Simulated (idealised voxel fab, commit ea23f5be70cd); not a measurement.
process module | voxel released beams
cross-section cut | 290 nm wide | cells 5 nm
A cross-section is a grid of square cells, given in bands from the top down. A band is one or more rows of cells.
Each band's line starts with the height of the band's top and of its bottom, in nm. Then come its materials from left to right, each with its width in nm. One material with "throughout" fills the band from edge to edge. "air" is empty space.
Height 0 is the level under which the wafer as received is all one material. The lowest band goes on downwards, as in "0 down".
A width such as "30 to 40" changes by the same amount from each row of cells to the next, from the band's top row to its bottom row.
"no change" after a step means that no cell of the cross-section changed.
closed voids: empty space of 8 cells or more with no open way to the top, each as width x height at its distance from the left edge, in nm
after a step's settings: what the simulator itself notes on the step
overlay nm, on a step with a mask: how far to the right of its planned place the mask lay; to the left if negative
plan
1 op RECEIVE | material Si
2 op CONFORMAL_DEP | material SiN | thk nm 10
3 op DIRECTIONAL_DEP | material SiO2 | thk nm 10
4 op MASKED_ETCH | tone open | mask id ANCHOR | width nm 40 | etch materials SiO2 | depth nm 10 | overlay nm 0
5 op CONFORMAL_DEP | material TiN | thk nm 15
6 op DIRECTIONAL_DEP | material aC | thk nm 15
7 op PATTERN | tone cover | mask id BEAM | material resist | width nm 100 | thk nm 35 | overlay nm 0
8 op DIRECTIONAL_ETCH | etch materials aC | depth nm 15
9 op STRIP | etch materials resist
10 op DIRECTIONAL_ETCH | etch materials TiN | depth nm 15
11 op STRIP | etch materials aC
12 op STRIP | etch materials SiO2
first wafer, as planned
as received, after step 1
  0 down: Si throughout
  closed voids: none
after step 2
  10 to 0: SiN throughout
  below 0: unchanged
after step 3
  20 to 10: SiO2 throughout
  below 10: unchanged
after step 4
  20 to 10: SiO2 95 | air 40 | SiO2 155
  below 10: unchanged
after step 5
  35 to 25: TiN 110 | air 10 | TiN 170
  25 to 20: TiN throughout
  20 to 10: SiO2 95 | TiN 40 | SiO2 155
  below 10: unchanged
after step 6
  50 to 40: aC 110 | air 10 | aC 170
  40 to 35: aC throughout
  35 to 25: TiN 110 | aC 10 | TiN 170
  below 25: unchanged
after step 7
  85 to 50: air 90 | resist 100 | air 100
  50 to 40: aC 110 | resist 10 | aC 170
  below 40: unchanged
after step 8
  70 to 50: air 90 | resist 100 | air 100
  50 to 40: air 90 | aC 20 | resist 10 | aC 70 | air 100
  40 to 35: air 90 | aC 100 | air 100
  below 35: unchanged
after step 9
  50 to 40: air 90 | aC 20 | air 10 | aC 70 | air 100
  below 40: unchanged
after step 10
  50 to 40: air 90 | aC 20 | air 10 | aC 70 | air 100
  40 to 35: air 90 | aC 100 | air 100
  35 to 25: air 90 | TiN 20 | aC 10 | TiN 70 | air 100
  25 to 20: air 90 | TiN 100 | air 100
  below 20: unchanged
after step 11
  35 to 25: air 90 | TiN 20 | air 10 | TiN 70 | air 100
  below 25: unchanged
after step 12
  35 to 25: air 90 | TiN 20 | air 10 | TiN 70 | air 100
  25 to 20: air 90 | TiN 100 | air 100
  20 to 10: air 95 | TiN 40 | air 155
  below 10: unchanged
second wafer: like start, like plan, one mistake. Through step 1 it matches the first wafer
when step 2 should have ended
  5 to 0: SiN throughout
  below 0: unchanged
when step 3 should have ended
  15 to 5: SiO2 throughout
  below 5: unchanged
when step 4 should have ended
  15 to 5: SiO2 95 | air 40 | SiO2 155
  below 5: unchanged
when step 5 should have ended
  30 to 20: TiN 110 | air 10 | TiN 170
  20 to 15: TiN throughout
  15 to 5: SiO2 95 | TiN 40 | SiO2 155
  below 5: unchanged
when step 6 should have ended
  45 to 35: aC 110 | air 10 | aC 170
  35 to 30: aC throughout
  30 to 20: TiN 110 | aC 10 | TiN 170
  below 20: unchanged
when step 7 should have ended
  80 to 45: air 90 | resist 100 | air 100
  45 to 35: aC 110 | resist 10 | aC 170
  below 35: unchanged
when step 8 should have ended
  65 to 45: air 90 | resist 100 | air 100
  45 to 35: air 90 | aC 20 | resist 10 | aC 70 | air 100
  35 to 30: air 90 | aC 100 | air 100
  below 30: unchanged
when step 9 should have ended
  45 to 35: air 90 | aC 20 | air 10 | aC 70 | air 100
  below 35: unchanged
when step 10 should have ended
  45 to 35: air 90 | aC 20 | air 10 | aC 70 | air 100
  35 to 30: air 90 | aC 100 | air 100
  30 to 20: air 90 | TiN 20 | aC 10 | TiN 70 | air 100
  20 to 15: air 90 | TiN 100 | air 100
  below 15: unchanged
when step 11 should have ended
  30 to 20: air 90 | TiN 20 | air 10 | TiN 70 | air 100
  below 20: unchanged
when step 12 should have ended
  30 to 20: air 90 | TiN 20 | air 10 | TiN 70 | air 100
  20 to 15: air 90 | TiN 100 | air 100
  15 to 5: air 95 | TiN 40 | air 155
  below 5: unchanged
what went wrong: step 2 ran as: op CONFORMAL_DEP | material SiN | thk nm 5
at the end the second wafer has, in cells: 58 fewer of SiN
